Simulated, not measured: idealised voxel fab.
This section sets out a process module, namely voxel released beams.
In the cross-section labelled cut, the width is 185 nm and each square cell is 5 nm.
This document writes a cross-section as a grid whose cells are square, and gives it as bands, listed from the top down; one or more rows of cells form a band. Band: top height; bottom height; in nm. Then, left to right: material with width in nm, for each material. "full width": a single material spanning edge to edge. "empty": empty space. Beneath 0, the wafer as received is one material, and that level is where height counting begins. The lowest band goes on downward without a bottom; it is written like "0 down". Width "30 to 40": first value at the band's top row of cells, second value at its bottom row, equal change from row to row. Key: "remains unaltered" - step with no changed cell in the cross-section. Sealed-off cavities: empty space of 8 cells or more with no open way to the top, each as width x height at its distance from the left edge, in nm. Past the settings on a step's line: simulator remark, on that step. overlay nm: mask right of planned place by this much (step with mask). Neg. = left.

plan:
1 RECEIVE: material Si
2 CONFORMAL_DEP: material SiN, thk nm 5
3 DIRECTIONAL_DEP: material SiO2, thk nm 15
4 PATTERN: tone open, mask id ANCHOR, material resist, width nm 30, thk nm 20, overlay nm 0
5 DIRECTIONAL_ETCH: etch materials SiO2, depth nm 15
6 STRIP: etch materials resist
7 CONFORMAL_DEP: material TiN, thk nm 10
8 MASKED_ETCH: tone cover, mask id BEAM, width nm 95, etch materials TiN, depth nm 10, overlay nm 0
9 STRIP: etch materials SiO2

Delivered wafer in cross-section: state after step 1:
    0 down | Si full width
    Sealed-off cavities: none

Wafer cross-section at module end: first of two, run to plan:
    30 to 20 | empty 40, then TiN 15, then empty 10, then TiN 70, then empty 50
    20 to 15 | empty 45, then TiN 10, then empty 10, then TiN 10, then empty 110
    15 to 5 | empty 45, then TiN 30, then empty 110
    5 to 0 | SiN full width
    0 down | Si full width
    Sealed-off cavities: none

Cross-sectional view of the second of two wafers upon completion of the module. This wafer shared its starting condition and process plan with the first; one error was made during its execution:
    30 to 20 | empty 40, then TiN 20, then empty 10, then TiN 65, then empty 50
    20 to 15 | empty 50, then TiN 10, then empty 10, then TiN 10, then empty 105
    15 to 5 | empty 50, then TiN 30, then empty 105
    5 to 0 | SiN full width
    0 down | Si full width
    Sealed-off cavities: none
Error vs. plan: step 4, actual vs plan mismatch, actual run PATTERN: tone open, mask id ANCHOR, material resist, width nm 30, thk nm 20, overlay nm 5
At the end, each material covers as many cells on the second wafer as it does on the first, though the cells it covers are elsewhere.
